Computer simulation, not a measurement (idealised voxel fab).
Process module name: voxel ribs on slabs
FYI the section here is cut, 185 nm wide, cells are 5 nm squares.
In this document a cross-section is written as a grid of square cells. It is given as a series of bands, listed from the top down, and a band is one or more rows of cells.
Band: top and bottom heights (nm) first, top before bottom; then materials from left to right, widths in nm. "everywhere" marks a sole material filling the band edge to edge. "empty" denotes empty space.
The level at which height equals 0 is the one under which the wafer, as it arrives, is entirely one material. No lower edge exists for the bottom band, which continues downward and is notated as in "0 down".
Note: "30->40" means the width goes from the first number (top row of the band) to the second number (bottom row) in equal steps per row of cells.
You'll sometimes find "no modifications" written for a step, and that's the way of saying that nowhere in the cross-section did a cell change during that step.
Any empty space of 8 cells or more lacking an open way to the top shows up in "Voids, enclosed" as width x height at distance, distance from the left edge, in nm.
What comes after the settings on a step's line is commentary from the simulator itself on that step.
overlay nm: right-of-plan distance of the mask on a masked step; negative values mean left-of-plan.
Process steps (planned)
1 RECEIVE: material Si
2 DIRECTIONAL_DEP: material SiO2, thk nm 30
3 DIRECTIONAL_DEP: material SiN, thk nm 20
4 MASKED_ETCH: tone cover, mask id RIB, width nm 15, etch materials SiN, depth nm 15, overlay nm 0
5 MASKED_ETCH: tone cover, mask id SLAB, width nm 65, etch materials SiN, depth nm 5, overlay nm 0
6 FILL_DEP: material SiO2, thk nm 20
7 CMP: height nm 60
8 DIRECTIONAL_DEP: material TiN, thk nm 10
9 MASKED_ETCH: tone cover, mask id HEATER, width nm 25, etch materials TiN, depth nm 10, overlay nm 0
10 CONFORMAL_DEP: material SiN, thk nm 5
Account of the first of two wafers, which was processed as intended
Wafer as received: cross-section following step 1
	0 down  Si everywhere
	Voids, enclosed: none
Presented here is a cross-section of the wafer after step 2 has been performed
	30 to 0  SiO2 everywhere
	All layers under 0 are left as they were.
Presented here is a cross-section of the wafer after step 3 has been performed
	50 to 30  SiN everywhere
	All layers under 30 are left as they were.
Presented here is a cross-section of the wafer after step 4 has been performed
	50 to 35  empty (85), then SiN (15), then empty (85)
	All layers under 35 are left as they were.
Presented here is a cross-section of the wafer after step 5 has been performed
	50 to 35  empty (85), then SiN (15), then empty (85)
	35 to 30  empty (60), then SiN (65), then empty (60)
	All layers under 30 are left as they were.
Presented here is a cross-section of the wafer after step 6 has been performed
	70 to 50  SiO2 everywhere
	50 to 35  SiO2 (85), then SiN (15), then SiO2 (85)
	35 to 30  SiO2 (60), then SiN (65), then SiO2 (60)
	All layers under 30 are left as they were.
Presented here is a cross-section of the wafer after step 7 has been performed
	60 to 50  SiO2 everywhere
	All layers under 50 are left as they were.
Presented here is a cross-section of the wafer after step 8 has been performed
	70 to 60  TiN everywhere
	All layers under 60 are left as they were.
Presented here is a cross-section of the wafer after step 9 has been performed
	70 to 60  empty (80), then TiN (25), then empty (80)
	All layers under 60 are left as they were.
Presented here is a cross-section of the wafer after step 10 has been performed
	75 to 70  empty (75), then SiN (35), then empty (75)
	70 to 65  empty (75), then SiN (5), then TiN (25), then SiN (5), then empty (75)
	65 to 60  SiN (80), then TiN (25), then SiN (80)
	All layers under 60 are left as they were.
Notes, second wafer: start = first wafer's, plan = first wafer's, execution had one mistake; history identical to first through step 1
Cross-sectional view of the second wafer at the intended end time of process step 2
	20 to 0  SiN everywhere
	All layers under 0 are left as they were.
Cross-sectional view of the second wafer at the intended end time of process step 3
	50 to 20  SiO2 everywhere
	All layers under 20 are left as they were.
Cross-sectional view of the second wafer at the intended end time of process step 4: no modifications
Cross-sectional view of the second wafer at the intended end time of process step 5: no modifications
Cross-sectional view of the second wafer at the intended end time of process step 6
	70 to 20  SiO2 everywhere
	All layers under 20 are left as they were.
Cross-sectional view of the second wafer at the intended end time of process step 7
	60 to 20  SiO2 everywhere
	All layers under 20 are left as they were.
Cross-sectional view of the second wafer at the intended end time of process step 8
	70 to 60  TiN everywhere
	All layers under 60 are left as they were.
Cross-sectional view of the second wafer at the intended end time of process step 9
	70 to 60  empty (80), then TiN (25), then empty (80)
	All layers under 60 are left as they were.
Cross-sectional view of the second wafer at the intended end time of process step 10
	75 to 70  empty (75), then SiN (35), then empty (75)
	70 to 65  empty (75), then SiN (5), then TiN (25), then SiN (5), then empty (75)
	65 to 60  SiN (80), then TiN (25), then SiN (80)
	All layers under 60 are left as they were.
Here's what went sideways: the intended sequence of steps 2 and 3 was reversed during processing, with each occupying the position of the other
Upon completion, the second wafer contains, in terms of cells, a greater or smaller amount of certain materials than the first wafer: SiN: 126 more | SiO2: 126 fewer
